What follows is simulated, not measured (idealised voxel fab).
Module name: voxel self aligned contacts (process module)
190 nm wide, 5 nm square cells: that's cross-section cut.
Notation: cross-section as square-cell grid; stated in bands, top first, going down; one or more cell rows per band. The entry gives the band's vertical extent as a top height and a bottom height in nm, then its horizontal make-up as materials from left to right, each with a width in nm. "air" stands for empty space; a single material marked "all across" fills the band edge to edge. Heights are reckoned from 0. Under this level, the received wafer is all of one material. The bottommost band is open-ended downward, for example "0 nm and below". Think of "30->40" as a width that walks from the first number to the second as you go down the band, top row to bottom row, taking equal-sized steps from row to row. "nothing got changed" (step): cross-section cells unchanged, all of them. Listed in "Tabulated closed voids": every empty space of 8 or more cells without an open way to the top. Form: width x height at distance, the distance being from the left edge, all in nm. Where a step's line continues beyond its settings, the continuation is a remark by the simulator itself on that step. "overlay nm" answers the question of how far to the right of plan the mask lay on a step that has a mask, and when it is negative the answer is to the left.

PROCESS STEPS FORESEEN IN THE PLAN
step 1: RECEIVE: material Si
step 2: OXIDIZE: depth nm 5
step 3: DIRECTIONAL_DEP: material polySi, thk nm 25
step 4: DIRECTIONAL_DEP: material SiN, thk nm 25
step 5: PATTERN: tone cover, mask id GATE, material resist, width nm 25, pitch nm 60, thk nm 20, overlay nm 0
step 6: DIRECTIONAL_ETCH: etch materials SiN, depth nm 25
step 7: DIRECTIONAL_ETCH: etch materials polySi, depth nm 25
step 8: STRIP: etch materials resist
step 9: CONFORMAL_DEP: material SiN, thk nm 10
step 10: DIRECTIONAL_ETCH: etch materials SiN, depth nm 10
step 11: FILL_DEP: material SiO2, thk nm 20
step 12: CMP: height nm 60
step 13: DIRECTIONAL_DEP: material aC, thk nm 10
step 14: PATTERN: tone open, mask id CONTACT, material resist, width nm 45, thk nm 25, overlay nm 0
step 15: DIRECTIONAL_ETCH: etch materials aC, depth nm 10
step 16: STRIP: etch materials resist
step 17: DIRECTIONAL_ETCH: etch materials SiO2, depth nm 65
step 18: STRIP: etch materials aC
step 19: CONFORMAL_DEP: material TiN, thk nm 5
step 20: FILL_DEP: material Ru, thk nm 10
step 21: CMP: height nm 60
step 22: CONFORMAL_DEP: material SiCN, thk nm 5

SO, THE FIRST OF OUR TWO WAFERS, RUN JUST AS WE PLANNED IT

SHOWN IN CROSS-SECTION IS THE WAFER AS RECEIVED, THAT IS, AS IT STANDS AFTER STEP 1
> 0 nm and below  Si all across
> Tabulated closed voids: none

WAFER XSEC, POST STEP 2
> 0 nm to -5 nm  SiO2 all across
> Whatever lies below -5 is exactly as it was before.

WAFER XSEC, POST STEP 3
> 25 nm to 0 nm  polySi all across
> Whatever lies below 0 is exactly as it was before.

WAFER XSEC, POST STEP 4
> 50 nm to 25 nm  SiN all across
> Whatever lies below 25 is exactly as it was before.

WAFER XSEC, POST STEP 5
> 70 nm to 50 nm  50 nm air  25 nm resist  35 nm air  25 nm resist  55 nm air
> Whatever lies below 50 is exactly as it was before.

WAFER XSEC, POST STEP 6
> 70 nm to 50 nm  50 nm air  25 nm resist  35 nm air  25 nm resist  55 nm air
> 50 nm to 25 nm  50 nm air  25 nm SiN  35 nm air  25 nm SiN  55 nm air
> Whatever lies below 25 is exactly as it was before.

WAFER XSEC, POST STEP 7
> 70 nm to 50 nm  50 nm air  25 nm resist  35 nm air  25 nm resist  55 nm air
> 50 nm to 25 nm  50 nm air  25 nm SiN  35 nm air  25 nm SiN  55 nm air
> 25 nm to 0 nm  50 nm air  25 nm polySi  35 nm air  25 nm polySi  55 nm air
> Whatever lies below 0 is exactly as it was before.

WAFER XSEC, POST STEP 8
> 50 nm to 25 nm  50 nm air  25 nm SiN  35 nm air  25 nm SiN  55 nm air
> Whatever lies below 25 is exactly as it was before.

WAFER XSEC, POST STEP 9
> 60 nm to 25 nm  40 nm air  45 nm SiN  15 nm air  45 nm SiN  45 nm air
> 25 nm to 10 nm  40 nm air  10 nm SiN  25 nm polySi  10 nm SiN  15 nm air  10 nm SiN  25 nm polySi  10 nm SiN  45 nm air
> 10 nm to 0 nm  50 nm SiN  25 nm polySi  35 nm SiN  25 nm polySi  55 nm SiN
> Whatever lies below 0 is exactly as it was before.

WAFER XSEC, POST STEP 10
> 50 nm to 25 nm  40 nm air  45 nm SiN  15 nm air  45 nm SiN  45 nm air
> 25 nm to 0 nm  40 nm air  10 nm SiN  25 nm polySi  10 nm SiN  15 nm air  10 nm SiN  25 nm polySi  10 nm SiN  45 nm air
> Whatever lies below 0 is exactly as it was before.

WAFER XSEC, POST STEP 11
> 70 nm to 50 nm  SiO2 all across
> 50 nm to 25 nm  40 nm SiO2  45 nm SiN  15 nm SiO2  45 nm SiN  45 nm SiO2
> 25 nm to 0 nm  40 nm SiO2  10 nm SiN  25 nm polySi  10 nm SiN  15 nm SiO2  10 nm SiN  25 nm polySi  10 nm SiN  45 nm SiO2
> Whatever lies below 0 is exactly as it was before.

WAFER XSEC, POST STEP 12
> 60 nm to 50 nm  SiO2 all across
> Whatever lies below 50 is exactly as it was before.

WAFER XSEC, POST STEP 13
> 70 nm to 60 nm  aC all across
> Whatever lies below 60 is exactly as it was before.

WAFER XSEC, POST STEP 14
> 95 nm to 70 nm  70 nm resist  45 nm air  75 nm resist
> Whatever lies below 70 is exactly as it was before.

WAFER XSEC, POST STEP 15
> 85 nm to 70 nm  70 nm resist  45 nm air  75 nm resist
> 70 nm to 60 nm  70 nm aC  45 nm air  75 nm aC
> Whatever lies below 60 is exactly as it was before.

WAFER XSEC, POST STEP 16
> 70 nm to 60 nm  70 nm aC  45 nm air  75 nm aC
> Whatever lies below 60 is exactly as it was before.

WAFER XSEC, POST STEP 17
> 70 nm to 60 nm  70 nm aC  45 nm air  75 nm aC
> 60 nm to 50 nm  70 nm SiO2  45 nm air  75 nm SiO2
> 50 nm to 25 nm  40 nm SiO2  45 nm SiN  15 nm air  45 nm SiN  45 nm SiO2
> 25 nm to 0 nm  40 nm SiO2  10 nm SiN  25 nm polySi  10 nm SiN  15 nm air  10 nm SiN  25 nm polySi  10 nm SiN  45 nm SiO2
> 0 nm to -5 nm  85 nm SiO2  15 nm air  90 nm SiO2
> Whatever lies below -5 is exactly as it was before.

WAFER XSEC, POST STEP 18
> 60 nm to 50 nm  70 nm SiO2  45 nm air  75 nm SiO2
> Whatever lies below 50 is exactly as it was before.

WAFER XSEC, POST STEP 19
> 65 nm to 60 nm  75 nm TiN  35 nm air  80 nm TiN
> 60 nm to 50 nm  70 nm SiO2  5->20 nm TiN  35->5 nm air  5->20 nm TiN  75 nm SiO2
> 50 nm to 25 nm  40 nm SiO2  45 nm SiN  5 nm TiN  5 nm air  5 nm TiN  45 nm SiN  45 nm SiO2
> 25 nm to 0 nm  40 nm SiO2  10 nm SiN  25 nm polySi  10 nm SiN  5 nm TiN  5 nm air  5 nm TiN  10 nm SiN  25 nm polySi  10 nm SiN  45 nm SiO2
> 0 nm to -5 nm  85 nm SiO2  15 nm TiN  90 nm SiO2
> Whatever lies below -5 is exactly as it was before.

WAFER XSEC, POST STEP 20
> 75 nm to 65 nm  Ru all across
> 65 nm to 60 nm  75 nm TiN  35 nm Ru  80 nm TiN
> 60 nm to 50 nm  70 nm SiO2  5->20 nm TiN  35->5 nm Ru  5->20 nm TiN  75 nm SiO2
> 50 nm to 25 nm  40 nm SiO2  45 nm SiN  5 nm TiN  5 nm Ru  5 nm TiN  45 nm SiN  45 nm SiO2
> 25 nm to 0 nm  40 nm SiO2  10 nm SiN  25 nm polySi  10 nm SiN  5 nm TiN  5 nm Ru  5 nm TiN  10 nm SiN  25 nm polySi  10 nm SiN  45 nm SiO2
> Whatever lies below 0 is exactly as it was before.

WAFER XSEC, POST STEP 21
> 60 nm to 50 nm  70 nm SiO2  5->20 nm TiN  35->5 nm Ru  5->20 nm TiN  75 nm SiO2
> Whatever lies below 50 is exactly as it was before.

WAFER XSEC, POST STEP 22
> 65 nm to 60 nm  SiCN all across
> Whatever lies below 60 is exactly as it was before.

WAFER TWO OF TWO - SAME STARTING POINT, SAME PROCESS PLAN, ONE MISTAKE IN EXECUTION; MATCHES WAFER ONE UP TO AND INCLUDING STEP 20

Second wafer: cross-section at the scheduled end of step 21: nothing got changed

SECOND WAFER: CROSS-SECTION AT THE SCHEDULED END OF STEP 22
> 80 nm to 75 nm  SiCN all across
> Whatever lies below 75 is exactly as it was before.
Heads up, the wafer didn't run the way we planned it: heads up, step 21 of the plan was skipped and never actually ran
Cell-count delta at end, second wafer over first, by material: +83 Ru | +31 TiN
